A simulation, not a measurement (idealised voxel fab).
Presented below is a process module, voxel transistor to metal.
Pictured: cross-section cut, 185 nm wide, on a grid of 5 nm square cells.
Cross-section format: a grid of square cells, given as bands from top to bottom; each band is one or more rows of cells. In this notation a band is specified by the heights of its top and bottom, in that order and in nm, after which its materials appear from left to right, each paired with its width in nm. The word "everywhere" attached to a single material means that material fills the band from edge to edge; the word "empty" stands for empty space. Basically, 0 is our baseline, since under it the wafer straight out of the box is all one material. The bottom band has no lower end and keeps on going down, so it looks like "0 and below". So if you see something like "30 to 40" for the width, read it as the top row of the band sitting at the first number and the bottom row at the second, with every row in between moving by the same amount as the last. When a step is marked "no modifications", none of the cells in the cross-section changed during that step. "Closed cavities" - sealed voids, min. 8 cells, no opening to top; format: width x height at distance (distance from left edge; nm throughout). What comes after the settings on a step's line is commentary from the simulator itself on that step. overlay nm: mask offset rightward from planned place, masked step; negative means leftward offset.
-- plan
| 1 | RECEIVE | material Si |
| 2 | OXIDIZE | depth nm 5 |
| 3 | CONFORMAL_DEP | material SiN | thk nm 15 |
| 4 | MASKED_ETCH | tone cover | mask id ACTIVE | width nm 110 | etch materials SiN | depth nm 15 | overlay nm 0 |
| 5 | MASKED_ETCH | tone cover | mask id ACTIVE | width nm 110 | etch materials SiO2 | depth nm 5 | overlay nm 0 |
| 6 | MASKED_ETCH | tone cover | mask id ACTIVE | width nm 110 | etch materials Si | depth nm 30 | overlay nm 0 |
| 7 | FILL_DEP | material SiO2 | thk nm 10 |
| 8 | CMP | height nm 15 |
| 9 | SELECTIVE_ETCH | etch materials SiO2 | depth nm 5 |
| 10 | STRIP | etch materials SiN |
| 11 | SELECTIVE_ETCH | etch materials SiO2 | depth nm 5 |
| 12 | OXIDIZE | depth nm 5 |
| 13 | DIRECTIONAL_DEP | material polySi | thk nm 20 |
| 14 | DIRECTIONAL_DEP | material SiCN | thk nm 15 |
| 15 | MASKED_ETCH | tone cover | mask id GATE | width nm 20 | etch materials SiCN | depth nm 25 | overlay nm 0 |
| 16 | MASKED_ETCH | tone cover | mask id GATE | width nm 20 | etch materials polySi | depth nm 30 | overlay nm 0 |
| 17 | CONFORMAL_DEP | material SiN | thk nm 10 |
| 18 | DIRECTIONAL_ETCH | etch materials SiN | depth nm 10 |
| 19 | DIRECTIONAL_ETCH | etch materials SiO2 | depth nm 5 |
| 20 | DIRECTIONAL_ETCH | etch materials Si | depth nm 5 |
| 21 | EPI | material nSi | thk nm 5 |
| 22 | FILL_DEP | material SiO2 | thk nm 5 |
| 23 | CMP | height nm 30 |
| 24 | DIRECTIONAL_DEP | material SiO2 | thk nm 15 |
| 25 | DIRECTIONAL_DEP | material aC | thk nm 10 |
| 26 | PATTERN | tone open | mask id CONTACT | material resist | width nm 20 | pitch nm 80 | thk nm 30 | overlay nm 0 |
| 27 | DIRECTIONAL_ETCH | etch materials aC | depth nm 10 |
| 28 | STRIP | etch materials resist |
| 29 | DIRECTIONAL_ETCH | etch materials SiO2 | depth nm 55 |
| 30 | STRIP | etch materials aC |
| 31 | CONFORMAL_DEP | material TiN | thk nm 5 |
| 32 | FILL_DEP | material Ru | thk nm 10 |
| 33 | CMP | height nm 45 |
| 34 | CONFORMAL_DEP | material SiN | thk nm 5 |
| 35 | DIRECTIONAL_DEP | material SiO2 | thk nm 15 |
| 36 | MASKED_ETCH | tone open | mask id METAL_1 | width nm 20 | pitch nm 80 | etch materials SiO2 | depth nm 15 | overlay nm 0 |
| 37 | MASKED_ETCH | tone open | mask id METAL_1 | width nm 20 | pitch nm 80 | etch materials SiN | depth nm 5 | overlay nm 0 |
| 38 | CONFORMAL_DEP | material TiN | thk nm 5 |
| 39 | FILL_DEP | material Cu | thk nm 5 |
| 40 | CMP | height nm 65 |
| 41 | EPI | material Ru | thk nm 5 |
| 42 | FILL_DEP | material SiCN | thk nm 5 |
| 43 | DIRECTIONAL_DEP | material lowk | thk nm 30 |
| 44 | MASKED_ETCH | tone open | mask id METAL_2 | width nm 20 | pitch nm 80 | etch materials lowk | depth nm 15 | overlay nm 0 |
| 45 | PATTERN | tone open | mask id METAL_2_HOLES | material resist | width nm 15 | pitch nm 80 | thk nm 15 | overlay nm 0 |
| 46 | DIRECTIONAL_ETCH | etch materials lowk | depth nm 15 |
| 47 | DIRECTIONAL_ETCH | etch materials SiCN | depth nm 5 |
| 48 | STRIP | etch materials resist |
| 49 | CONFORMAL_DEP | material TiN | thk nm 5 |
| 50 | FILL_DEP | material Cu | thk nm 10 |
| 51 | CMP | height nm 105 |
| 52 | CONFORMAL_DEP | material SiCN | thk nm 5 |
-- First of two wafers, processed according to plan
-- As-received wafer cross-section (after step 1)
	0 and below  Si everywhere
	Closed cavities: none
-- Presented here is a cross-section of the wafer after step 2 has been performed
	0 down to -5  SiO2 everywhere
	Nothing below the height -5 has changed.
-- Presented here is a cross-section of the wafer after step 3 has been performed
	15 down to 0  SiN everywhere
	Nothing below the height 0 has changed.
-- Presented here is a cross-section of the wafer after step 4 has been performed
	15 down to 0  empty: 35, then SiN: 110, then empty: 40
	Nothing below the height 0 has changed.
-- Presented here is a cross-section of the wafer after step 5 has been performed
	15 down to 0  empty: 35, then SiN: 110, then empty: 40
	0 down to -5  empty: 35, then SiO2: 110, then empty: 40
	Nothing below the height -5 has changed.
-- Presented here is a cross-section of the wafer after step 6 has been performed
	15 down to 0  empty: 35, then SiN: 110, then empty: 40
	0 down to -5  empty: 35, then SiO2: 110, then empty: 40
	-5 down to -35  empty: 35, then Si: 110, then empty: 40
	Nothing below the height -35 has changed.
-- Presented here is a cross-section of the wafer after step 7 has been performed
	25 down to 15  SiO2 everywhere
	15 down to 0  SiO2: 35, then SiN: 110, then SiO2: 40
	0 down to -5  SiO2 everywhere
	-5 down to -35  SiO2: 35, then Si: 110, then SiO2: 40
	Nothing below the height -35 has changed.
-- Presented here is a cross-section of the wafer after step 8 has been performed
	15 down to 0  SiO2: 35, then SiN: 110, then SiO2: 40
	Nothing below the height 0 has changed.
-- Presented here is a cross-section of the wafer after step 9 has been performed
	15 down to 10  empty: 35, then SiN: 110, then empty: 40
	Nothing below the height 10 has changed.
-- Presented here is a cross-section of the wafer after step 10 has been performed
	10 down to 0  SiO2: 35, then empty: 110, then SiO2: 40
	Nothing below the height 0 has changed.
-- Presented here is a cross-section of the wafer after step 11 has been performed
	5 down to -5  SiO2: 30, then empty: 120, then SiO2: 35
	Nothing below the height -5 has changed.
-- Presented here is a cross-section of the wafer after step 12 has been performed
	5 down to -5  SiO2: 30, then empty: 120, then SiO2: 35
	-5 down to -10  SiO2 everywhere
	Nothing below the height -10 has changed.
-- Presented here is a cross-section of the wafer after step 13 has been performed
	25 down to 15  polySi: 30, then empty: 120, then polySi: 35
	15 down to 5  polySi everywhere
	5 down to -5  SiO2: 30, then polySi: 120, then SiO2: 35
	Nothing below the height -5 has changed.
-- Presented here is a cross-section of the wafer after step 14 has been performed
	40 down to 30  SiCN: 30, then empty: 120, then SiCN: 35
	30 down to 25  SiCN everywhere
	25 down to 15  polySi: 30, then SiCN: 120, then polySi: 35
	Nothing below the height 15 has changed.
-- Presented here is a cross-section of the wafer after step 15 has been performed
	30 down to 25  empty: 80, then SiCN: 20, then empty: 85
	25 down to 15  polySi: 30, then empty: 50, then SiCN: 20, then empty: 50, then polySi: 35
	Nothing below the height 15 has changed.
-- Presented here is a cross-section of the wafer after step 16 has been performed
	30 down to 15  empty: 80, then SiCN: 20, then empty: 85
	15 down to 5  empty: 80, then polySi: 20, then empty: 85
	5 down to -5  SiO2: 30, then empty: 50, then polySi: 20, then empty: 50, then SiO2: 35
	Nothing below the height -5 has changed.
-- Presented here is a cross-section of the wafer after step 17 has been performed
	40 down to 30  empty: 70, then SiN: 40, then empty: 75
	30 down to 15  empty: 70, then SiN: 10, then SiCN: 20, then SiN: 10, then empty: 75
	15 down to 5  SiN: 40, then empty: 30, then SiN: 10, then polySi: 20, then SiN: 10, then empty: 30, then SiN: 45
	5 down to -5  SiO2: 30, then SiN: 50, then polySi: 20, then SiN: 50, then SiO2: 35
	Nothing below the height -5 has changed.
-- Presented here is a cross-section of the wafer after step 18 has been performed
	30 down to 15  empty: 70, then SiN: 10, then SiCN: 20, then SiN: 10, then empty: 75
	15 down to 5  empty: 70, then SiN: 10, then polySi: 20, then SiN: 10, then empty: 75
	5 down to -5  SiO2: 30, then SiN: 10, then empty: 30, then SiN: 10, then polySi: 20, then SiN: 10, then empty: 30, then SiN: 10, then SiO2: 35
	Nothing below the height -5 has changed.
-- Presented here is a cross-section of the wafer after step 19 has been performed
	30 down to 15  empty: 70, then SiN: 10, then SiCN: 20, then SiN: 10, then empty: 75
	15 down to 5  empty: 70, then SiN: 10, then polySi: 20, then SiN: 10, then empty: 75
	5 down to 0  empty: 30, then SiN: 10, then empty: 30, then SiN: 10, then polySi: 20, then SiN: 10, then empty: 30, then SiN: 10, then empty: 35
	0 down to -5  SiO2: 30, then SiN: 10, then empty: 30, then SiN: 10, then polySi: 20, then SiN: 10, then empty: 30, then SiN: 10, then SiO2: 35
	-5 down to -10  SiO2: 40, then empty: 30, then SiO2: 40, then empty: 30, then SiO2: 45
	Nothing below the height -10 has changed.
-- Presented here is a cross-section of the wafer after step 20 has been performed
	30 down to 15  empty: 70, then SiN: 10, then SiCN: 20, then SiN: 10, then empty: 75
	15 down to 5  empty: 70, then SiN: 10, then polySi: 20, then SiN: 10, then empty: 75
	5 down to 0  empty: 30, then SiN: 10, then empty: 30, then SiN: 10, then polySi: 20, then SiN: 10, then empty: 30, then SiN: 10, then empty: 35
	0 down to -5  SiO2: 30, then SiN: 10, then empty: 30, then SiN: 10, then polySi: 20, then SiN: 10, then empty: 30, then SiN: 10, then SiO2: 35
	-5 down to -10  SiO2: 40, then empty: 30, then SiO2: 40, then empty: 30, then SiO2: 45
	-10 down to -15  SiO2: 35, then Si: 5, then empty: 30, then Si: 40, then empty: 30, then Si: 5, then SiO2: 40
	Nothing below the height -15 has changed.
-- Presented here is a cross-section of the wafer after step 21 has been performed
	30 down to 15  empty: 70, then SiN: 10, then SiCN: 20, then SiN: 10, then empty: 75
	15 down to 5  empty: 70, then SiN: 10, then polySi: 20, then SiN: 10, then empty: 75
	5 down to 0  empty: 30, then SiN: 10, then empty: 30, then SiN: 10, then polySi: 20, then SiN: 10, then empty: 30, then SiN: 10, then empty: 35
	0 down to -5  SiO2: 30, then SiN: 10, then empty: 30, then SiN: 10, then polySi: 20, then SiN: 10, then empty: 30, then SiN: 10, then SiO2: 35
	-5 down to -10  SiO2: 40, then nSi: 5, then empty: 20, then nSi: 5, then SiO2: 40, then nSi: 5, then empty: 20, then nSi: 5, then SiO2: 45
	-10 down to -15  SiO2: 35, then Si: 5, then nSi: 30, then Si: 40, then nSi: 30, then Si: 5, then SiO2: 40
	Nothing below the height -15 has changed.
-- Presented here is a cross-section of the wafer after step 22 has been performed
	35 down to 30  SiO2 everywhere
	30 down to 15  SiO2: 70, then SiN: 10, then SiCN: 20, then SiN: 10, then SiO2: 75
	15 down to 5  SiO2: 70, then SiN: 10, then polySi: 20, then SiN: 10, then SiO2: 75
	5 down to -5  SiO2: 30, then SiN: 10, then SiO2: 30, then SiN: 10, then polySi: 20, then SiN: 10, then SiO2: 30, then SiN: 10, then SiO2: 35
	-5 down to -10  SiO2: 40, then nSi: 5, then SiO2: 20, then nSi: 5, then SiO2: 40, then nSi: 5, then SiO2: 20, then nSi: 5, then SiO2: 45
	Nothing below the height -10 has changed.
-- Presented here is a cross-section of the wafer after step 23 has been performed
	30 down to 15  SiO2: 70, then SiN: 10, then SiCN: 20, then SiN: 10, then SiO2: 75
	Nothing below the height 15 has changed.
-- Presented here is a cross-section of the wafer after step 24 has been performed
	45 down to 30  SiO2 everywhere
	Nothing below the height 30 has changed.
-- Presented here is a cross-section of the wafer after step 25 has been performed
	55 down to 45  aC everywhere
	Nothing below the height 45 has changed.
-- Presented here is a cross-section of the wafer after step 26 has been performed
	85 down to 55  resist: 40, then empty: 20, then resist: 60, then empty: 20, then resist: 45
	Nothing below the height 55 has changed.
-- Presented here is a cross-section of the wafer after step 27 has been performed
	75 down to 55  resist: 40, then empty: 20, then resist: 60, then empty: 20, then resist: 45
	55 down to 45  aC: 40, then empty: 20, then aC: 60, then empty: 20, then aC: 45
	Nothing below the height 45 has changed.
-- Presented here is a cross-section of the wafer after step 28 has been performed
	55 down to 45  aC: 40, then empty: 20, then aC: 60, then empty: 20, then aC: 45
	Nothing below the height 45 has changed.
-- Presented here is a cross-section of the wafer after step 29 has been performed
	55 down to 45  aC: 40, then empty: 20, then aC: 60, then empty: 20, then aC: 45
	45 down to 30  SiO2: 40, then empty: 20, then SiO2: 60, then empty: 20, then SiO2: 45
	30 down to 15  SiO2: 40, then empty: 20, then SiO2: 10, then SiN: 10, then SiCN: 20, then SiN: 10, then SiO2: 10, then empty: 20, then SiO2: 45
	15 down to 5  SiO2: 40, then empty: 20, then SiO2: 10, then SiN: 10, then polySi: 20, then SiN: 10, then SiO2: 10, then empty: 20, then SiO2: 45
	5 down to -5  SiO2: 30, then SiN: 10, then empty: 20, then SiO2: 10, then SiN: 10, then polySi: 20, then SiN: 10, then SiO2: 10, then empty: 20, then SiN: 10, then SiO2: 35
	-5 down to -10  SiO2: 40, then nSi: 5, then empty: 15, then SiO2: 5, then nSi: 5, then SiO2: 40, then nSi: 5, then SiO2: 5, then empty: 15, then nSi: 5, then SiO2: 45
	Nothing below the height -10 has changed.
-- Presented here is a cross-section of the wafer after step 30 has been performed
	45 down to 30  SiO2: 40, then empty: 20, then SiO2: 60, then empty: 20, then SiO2: 45
	Nothing below the height 30 has changed.
-- Presented here is a cross-section of the wafer after step 31 has been performed
	50 down to 45  TiN: 45, then empty: 10, then TiN: 70, then empty: 10, then TiN: 50
	45 down to 30  SiO2: 40, then TiN: 5, then empty: 10, then TiN: 5, then SiO2: 60, then TiN: 5, then empty: 10, then TiN: 5, then SiO2: 45
	30 down to 15  SiO2: 40, then TiN: 5, then empty: 10, then TiN: 5, then SiO2: 10, then SiN: 10, then SiCN: 20, then SiN: 10, then SiO2: 10, then TiN: 5, then empty: 10, then TiN: 5, then SiO2: 45
	15 down to 5  SiO2: 40, then TiN: 5, then empty: 10, then TiN: 5, then SiO2: 10, then SiN: 10, then polySi: 20, then SiN: 10, then SiO2: 10, then TiN: 5, then empty: 10, then TiN: 5, then SiO2: 45
	5 down to -5  SiO2: 30, then SiN: 10, then TiN: 5 to 10, then empty: 10 to 5, then TiN: 5, then SiO2: 10, then SiN: 10, then polySi: 20, then SiN: 10, then SiO2: 10, then TiN: 5, then empty: 10 to 5, then TiN: 5 to 10, then SiN: 10, then SiO2: 35
	-5 down to -10  SiO2: 40, then nSi: 5, then TiN: 15, then SiO2: 5, then nSi: 5, then SiO2: 40, then nSi: 5, then SiO2: 5, then TiN: 15, then nSi: 5, then SiO2: 45
	Nothing below the height -10 has changed.
-- Presented here is a cross-section of the wafer after step 32 has been performed
	60 down to 50  Ru everywhere
	50 down to 45  TiN: 45, then Ru: 10, then TiN: 70, then Ru: 10, then TiN: 50
	45 down to 30  SiO2: 40, then TiN: 5, then Ru: 10, then TiN: 5, then SiO2: 60, then TiN: 5, then Ru: 10, then TiN: 5, then SiO2: 45
	30 down to 15  SiO2: 40, then TiN: 5, then Ru: 10, then TiN: 5, then SiO2: 10, then SiN: 10, then SiCN: 20, then SiN: 10, then SiO2: 10, then TiN: 5, then Ru: 10, then TiN: 5, then SiO2: 45
	15 down to 5  SiO2: 40, then TiN: 5, then Ru: 10, then TiN: 5, then SiO2: 10, then SiN: 10, then polySi: 20, then SiN: 10, then SiO2: 10, then TiN: 5, then Ru: 10, then TiN: 5, then SiO2: 45
	5 down to -5  SiO2: 30, then SiN: 10, then TiN: 5 to 10, then Ru: 10 to 5, then TiN: 5, then SiO2: 10, then SiN: 10, then polySi: 20, then SiN: 10, then SiO2: 10, then TiN: 5, then Ru: 10 to 5, then TiN: 5 to 10, then SiN: 10, then SiO2: 35
	Nothing below the height -5 has changed.
-- Presented here is a cross-section of the wafer after step 33 has been performed
	45 down to 30  SiO2: 40, then TiN: 5, then Ru: 10, then TiN: 5, then SiO2: 60, then TiN: 5, then Ru: 10, then TiN: 5, then SiO2: 45
	Nothing below the height 30 has changed.
-- Presented here is a cross-section of the wafer after step 34 has been performed
	50 down to 45  SiN everywhere
	Nothing below the height 45 has changed.
-- Presented here is a cross-section of the wafer after step 35 has been performed
	65 down to 50  SiO2 everywhere
	Nothing below the height 50 has changed.
-- Presented here is a cross-section of the wafer after step 36 has been performed
	65 down to 50  SiO2: 40, then empty: 20, then SiO2: 60, then empty: 20, then SiO2: 45
	Nothing below the height 50 has changed.
-- Presented here is a cross-section of the wafer after step 37 has been performed
	65 down to 50  SiO2: 40, then empty: 20, then SiO2: 60, then empty: 20, then SiO2: 45
	50 down to 45  SiN: 40, then empty: 20, then SiN: 60, then empty: 20, then SiN: 45
	Nothing below the height 45 has changed.
-- Presented here is a cross-section of the wafer after step 38 has been performed
	70 down to 65  TiN: 45, then empty: 10, then TiN: 70, then empty: 10, then TiN: 50
	65 down to 50  SiO2: 40, then TiN: 5, then empty: 10, then TiN: 5, then SiO2: 60, then TiN: 5, then empty: 10, then TiN: 5, then SiO2: 45
	50 down to 45  SiN: 40, then TiN: 20, then SiN: 60, then TiN: 20, then SiN: 45
	Nothing below the height 45 has changed.
-- Presented here is a cross-section of the wafer after step 39 has been performed
	75 down to 70  Cu everywhere
	70 down to 65  TiN: 45, then Cu: 10, then TiN: 70, then Cu: 10, then TiN: 50
	65 down to 50  SiO2: 40, then TiN: 5, then Cu: 10, then TiN: 5, then SiO2: 60, then TiN: 5, then Cu: 10, then TiN: 5, then SiO2: 45
	Nothing below the height 50 has changed.
-- Presented here is a cross-section of the wafer after step 40 has been performed
	65 down to 50  SiO2: 40, then TiN: 5, then Cu: 10, then TiN: 5, then SiO2: 60, then TiN: 5, then Cu: 10, then TiN: 5, then SiO2: 45
	Nothing below the height 50 has changed.
-- Presented here is a cross-section of the wafer after step 41 has been performed
	70 down to 65  empty: 35, then Ru: 30, then empty: 50, then Ru: 30, then empty: 40
	Nothing below the height 65 has changed.
-- Presented here is a cross-section of the wafer after step 42 has been performed
	75 down to 70  SiCN everywhere
	70 down to 65  SiCN: 35, then Ru: 30, then SiCN: 50, then Ru: 30, then SiCN: 40
	Nothing below the height 65 has changed.
-- Presented here is a cross-section of the wafer after step 43 has been performed
	105 down to 75  lowk everywhere
	Nothing below the height 75 has changed.
-- Presented here is a cross-section of the wafer after step 44 has been performed
	105 down to 90  lowk: 40, then empty: 20, then lowk: 60, then empty: 20, then lowk: 45
	Nothing below the height 90 has changed.
-- Presented here is a cross-section of the wafer after step 45 has been performed
	120 down to 105  resist: 40, then empty: 15, then resist: 65, then empty: 15, then resist: 50
	105 down to 90  lowk: 40, then empty: 15, then resist: 5, then lowk: 60, then empty: 15, then resist: 5, then lowk: 45
	Nothing below the height 90 has changed.
-- Presented here is a cross-section of the wafer after step 46 has been performed
	120 down to 105  resist: 40, then empty: 15, then resist: 65, then empty: 15, then resist: 50
	105 down to 90  lowk: 40, then empty: 15, then resist: 5, then lowk: 60, then empty: 15, then resist: 5, then lowk: 45
	90 down to 75  lowk: 40, then empty: 15, then lowk: 65, then empty: 15, then lowk: 50
	Nothing below the height 75 has changed.
-- Presented here is a cross-section of the wafer after step 47 has been performed
	120 down to 105  resist: 40, then empty: 15, then resist: 65, then empty: 15, then resist: 50
	105 down to 90  lowk: 40, then empty: 15, then resist: 5, then lowk: 60, then empty: 15, then resist: 5, then lowk: 45
	90 down to 75  lowk: 40, then empty: 15, then lowk: 65, then empty: 15, then lowk: 50
	75 down to 70  SiCN: 40, then empty: 15, then SiCN: 65, then empty: 15, then SiCN: 50
	Nothing below the height 70 has changed.
-- Presented here is a cross-section of the wafer after step 48 has been performed
	105 down to 90  lowk: 40, then empty: 20, then lowk: 60, then empty: 20, then lowk: 45
	Nothing below the height 90 has changed.
-- Presented here is a cross-section of the wafer after step 49 has been performed
	110 down to 105  TiN: 45, then empty: 10, then TiN: 70, then empty: 10, then TiN: 50
	105 down to 95  lowk: 40, then TiN: 5, then empty: 10, then TiN: 5, then lowk: 60, then TiN: 5, then empty: 10, then TiN: 5, then lowk: 45
	95 down to 90  lowk: 40, then TiN: 5, then empty: 5, then TiN: 10, then lowk: 60, then TiN: 5, then empty: 5, then TiN: 10, then lowk: 45
	90 down to 75  lowk: 40, then TiN: 5, then empty: 5, then TiN: 5, then lowk: 65, then TiN: 5, then empty: 5, then TiN: 5, then lowk: 50
	75 down to 70  SiCN: 40, then TiN: 15, then SiCN: 65, then TiN: 15, then SiCN: 50
	Nothing below the height 70 has changed.
-- Presented here is a cross-section of the wafer after step 50 has been performed
	120 down to 110  Cu everywhere
	110 down to 105  TiN: 45, then Cu: 10, then TiN: 70, then Cu: 10, then TiN: 50
	105 down to 95  lowk: 40, then TiN: 5, then Cu: 10, then TiN: 5, then lowk: 60, then TiN: 5, then Cu: 10, then TiN: 5, then lowk: 45
	95 down to 90  lowk: 40, then TiN: 5, then Cu: 5, then TiN: 10, then lowk: 60, then TiN: 5, then Cu: 5, then TiN: 10, then lowk: 45
	90 down to 75  lowk: 40, then TiN: 5, then Cu: 5, then TiN: 5, then lowk: 65, then TiN: 5, then Cu: 5, then TiN: 5, then lowk: 50
	Nothing below the height 75 has changed.
-- Presented here is a cross-section of the wafer after step 51 has been performed
	105 down to 95  lowk: 40, then TiN: 5, then Cu: 10, then TiN: 5, then lowk: 60, then TiN: 5, then Cu: 10, then TiN: 5, then lowk: 45
	Nothing below the height 95 has changed.
-- Presented here is a cross-section of the wafer after step 52 has been performed
	110 down to 105  SiCN everywhere
	Nothing below the height 105 has changed.
-- Okay, second wafer. Nothing different at the start, nothing different in the plan, just one mistake somewhere in the running. As far as step 48, counting that step, it's the first wafer all over again
-- Planned end of step 49: second wafer, cross-section
	110 down to 95  lowk: 45, then empty: 10, then lowk: 70, then empty: 10, then lowk: 50
	95 down to 75  lowk: 45, then empty: 5, then lowk: 75, then empty: 5, then lowk: 55
	75 down to 70  SiCN: 40, then lowk: 15, then SiCN: 65, then lowk: 15, then SiCN: 50
	Nothing below the height 70 has changed.
-- Planned end of step 50: second wafer, cross-section
	120 down to 110  Cu everywhere
	110 down to 95  lowk: 45, then Cu: 10, then lowk: 70, then Cu: 10, then lowk: 50
	95 down to 75  lowk: 45, then Cu: 5, then lowk: 75, then Cu: 5, then lowk: 55
	Nothing below the height 75 has changed.
-- Planned end of step 51: second wafer, cross-section
	105 down to 95  lowk: 45, then Cu: 10, then lowk: 70, then Cu: 10, then lowk: 50
	Nothing below the height 95 has changed.
-- Planned end of step 52: second wafer, cross-section
	110 down to 105  SiCN everywhere
	Nothing below the height 105 has changed.
Heads up, the wafer didn't run the way we planned it: it should be noted that step 49 was executed with settings other than those planned, the operation and settings actually applied being CONFORMAL_DEP | material lowk | thk nm 5
FYI, end of process, the second wafer has more or fewer cells of some materials than the first: TiN -32, lowk +32
